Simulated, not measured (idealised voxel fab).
Name of the process module below: voxel wiring stack
We display cut, a cross-section 205 nm in width whose square cells are each 5 nm.
Each cross-section below is a grid of square cells, stated as bands in top-down order, with one or more rows of cells making up each band. Band entry format. Leading values: height of top, height of bottom, nm. Remainder: materials in left-to-right order, each with its width in nm. Special words: "throughout" on a single material, which then fills the band edge to edge; "air", empty space. Convention: height 0 is the level below which the wafer, as received, is all one material. The lowest band does not terminate at the bottom but continues downward, represented as "from 0 down". The notation "30 to 40" denotes a width that varies across the rows of cells in the band, beginning at the first number in the top row, finishing at the second number in the bottom row, and changing by an identical amount from each row to the next. "no change occurred" -> step changed no cross-section cell. The label "Fully closed voids" introduces a list of the empty spaces, 8 cells or larger, that have no open way up to the top; each entry in it reads width x height at distance, where the distance is taken from the left edge and all three are stated in nm. Formally, on a step line, whatever follows the settings is a remark that the simulator itself makes on the step. Among the settings permitted on a step's line is "overlay nm"; applied to a step with a mask, it specifies the extent to which the mask lay to the right of its planned position, whereas a negative figure signifies a position to the left.

[Process steps (planned)]
1,RECEIVE, material Si
2,CONFORMAL_DEP, material SiO2, thk nm 10
3,DIRECTIONAL_DEP, material TiN, thk nm 5
4,DIRECTIONAL_DEP, material Ru, thk nm 15
5,MASKED_ETCH, tone cover, mask id METAL_1, width nm 25, pitch nm 45, etch materials Ru, depth nm 15, overlay nm 0
6,MASKED_ETCH, tone cover, mask id METAL_1, width nm 25, pitch nm 45, etch materials TiN, depth nm 5, overlay nm 0
7,FILL_DEP, material lowk, thk nm 5
8,CMP, height nm 30
9,CONFORMAL_DEP, material SiCN, thk nm 5
10,DIRECTIONAL_DEP, material lowk, thk nm 35
11,DIRECTIONAL_DEP, material aC, thk nm 15
12,PATTERN, tone open, mask id METAL_2_HOLES, material resist, width nm 15, pitch nm 45, thk nm 30, overlay nm 0
13,DIRECTIONAL_ETCH, etch materials aC, depth nm 15
14,STRIP, etch materials resist
15,DIRECTIONAL_ETCH, etch materials lowk, depth nm 35
16,STRIP, etch materials aC
17,PATTERN, tone open, mask id METAL_2, material resist, width nm 25, pitch nm 45, thk nm 20, overlay nm 0
18,DIRECTIONAL_ETCH, etch materials lowk, depth nm 20
19,DIRECTIONAL_ETCH, etch materials SiCN, depth nm 5
20,STRIP, etch materials resist
21,CONFORMAL_DEP, material TiN, thk nm 5
22,FILL_DEP, material Cu, thk nm 5
23,CMP, height nm 70
24,CONFORMAL_DEP, material SiCN, thk nm 5
25,DIRECTIONAL_DEP, material lowk, thk nm 20
26,PATTERN, tone open, mask id PLUG_2, material resist, width nm 15, pitch nm 90, thk nm 15, overlay nm 0
27,DIRECTIONAL_ETCH, etch materials lowk, depth nm 20
28,DIRECTIONAL_ETCH, etch materials SiCN, depth nm 5
29,STRIP, etch materials resist
30,CONFORMAL_DEP, material TiN, thk nm 5
31,FILL_DEP, material W, thk nm 10
32,CMP, height nm 95
33,DIRECTIONAL_DEP, material TiN, thk nm 5
34,DIRECTIONAL_DEP, material W, thk nm 15
35,MASKED_ETCH, tone cover, mask id METAL_3, width nm 25, pitch nm 45, etch materials W, depth nm 15, overlay nm 0
36,MASKED_ETCH, tone cover, mask id METAL_3, width nm 25, pitch nm 45, etch materials TiN, depth nm 5, overlay nm 0
37,CONFORMAL_DEP, material SiN, thk nm 5
38,FILL_DEP, material SiO2, thk nm 5
39,CMP, height nm 115
40,CONFORMAL_DEP, material SiCN, thk nm 5

[Cross-section, incoming material, after step 1]
* from 0 down: Si throughout
* Fully closed voids: none

[The first of the two wafers as seen in cross-section once the module was finished; processing followed the plan]
* from 120 to 115: SiCN throughout
* from 115 to 100: SiO2=15 | SiN=5 | W=25 | SiN=5 | SiO2=10 | SiN=5 | W=25 | SiN=5 | SiO2=10 | SiN=5 | W=25 | SiN=5 | SiO2=10 | SiN=5 | W=25 | SiN=5 | SiO2=20
* from 100 to 95: SiN=20 | TiN=25 | SiN=20 | TiN=25 | SiN=20 | TiN=25 | SiN=20 | TiN=25 | SiN=25
* from 95 to 75: lowk=20 | TiN=5 | W=5 | TiN=5 | lowk=75 | TiN=5 | W=5 | TiN=5 | lowk=80
* from 75 to 70: SiCN=20 | TiN=15 | SiCN=75 | TiN=15 | SiCN=80
* from 70 to 55: lowk=20 | TiN=5 | Cu=15 | TiN=5 | lowk=20 | TiN=5 | Cu=15 | TiN=5 | lowk=20 | TiN=5 | Cu=15 | TiN=5 | lowk=20 | TiN=5 | Cu=15 | TiN=5 | lowk=25
* from 55 to 50: lowk=20 | TiN=5 | Cu=5 | TiN=15 | lowk=20 | TiN=5 | Cu=5 | TiN=15 | lowk=20 | TiN=5 | Cu=5 | TiN=15 | lowk=20 | TiN=5 | Cu=5 | TiN=15 | lowk=25
* from 50 to 35: lowk=20 | TiN=5 | Cu=5 | TiN=5 | lowk=30 | TiN=5 | Cu=5 | TiN=5 | lowk=30 | TiN=5 | Cu=5 | TiN=5 | lowk=30 | TiN=5 | Cu=5 | TiN=5 | lowk=35
* from 35 to 30: SiCN=20 | TiN=15 | SiCN=30 | TiN=15 | SiCN=30 | TiN=15 | SiCN=30 | TiN=15 | SiCN=35
* from 30 to 15: lowk=20 | Ru=25 | lowk=20 | Ru=25 | lowk=20 | Ru=25 | lowk=20 | Ru=25 | lowk=25
* from 15 to 10: lowk=20 | TiN=25 | lowk=20 | TiN=25 | lowk=20 | TiN=25 | lowk=20 | TiN=25 | lowk=25
* from 10 to 0: SiO2 throughout
* from 0 down: Si throughout
* Fully closed voids: none

[Second wafer of the two, sectioned at the end of the module. It began like the first and followed the same plan, but one mistake was made while running it]
* from 120 to 115: SiO2 throughout
* from 115 to 100: SiO2=15 | SiN=5 | W=25 | SiN=5 | SiO2=10 | SiN=5 | W=25 | SiN=5 | SiO2=10 | SiN=5 | W=25 | SiN=5 | SiO2=10 | SiN=5 | W=25 | SiN=5 | SiO2=20
* from 100 to 95: SiN=20 | TiN=25 | SiN=20 | TiN=25 | SiN=20 | TiN=25 | SiN=20 | TiN=25 | SiN=25
* from 95 to 75: lowk=20 | TiN=5 | W=5 | TiN=5 | lowk=75 | TiN=5 | W=5 | TiN=5 | lowk=80
* from 75 to 70: SiCN=20 | TiN=15 | SiCN=75 | TiN=15 | SiCN=80
* from 70 to 55: lowk=20 | TiN=5 | Cu=15 | TiN=5 | lowk=20 | TiN=5 | Cu=15 | TiN=5 | lowk=20 | TiN=5 | Cu=15 | TiN=5 | lowk=20 | TiN=5 | Cu=15 | TiN=5 | lowk=25
* from 55 to 50: lowk=20 | TiN=5 | Cu=5 | TiN=15 | lowk=20 | TiN=5 | Cu=5 | TiN=15 | lowk=20 | TiN=5 | Cu=5 | TiN=15 | lowk=20 | TiN=5 | Cu=5 | TiN=15 | lowk=25
* from 50 to 35: lowk=20 | TiN=5 | Cu=5 | TiN=5 | lowk=30 | TiN=5 | Cu=5 | TiN=5 | lowk=30 | TiN=5 | Cu=5 | TiN=5 | lowk=30 | TiN=5 | Cu=5 | TiN=5 | lowk=35
* from 35 to 30: SiCN=20 | TiN=15 | SiCN=30 | TiN=15 | SiCN=30 | TiN=15 | SiCN=30 | TiN=15 | SiCN=35
* from 30 to 15: lowk=20 | Ru=25 | lowk=20 | Ru=25 | lowk=20 | Ru=25 | lowk=20 | Ru=25 | lowk=25
* from 15 to 10: lowk=20 | TiN=25 | lowk=20 | TiN=25 | lowk=20 | TiN=25 | lowk=20 | TiN=25 | lowk=25
* from 10 to 0: SiO2 throughout
* from 0 down: Si throughout
* Fully closed voids: none
What was done differently from what was planned? step 40: run off-plan, actual operation and settings CONFORMAL_DEP, material SiO2, thk nm 5
Heads up, by the end the second wafer has more or fewer cells of some materials compared to the first: SiCN -41 | SiO2 +41
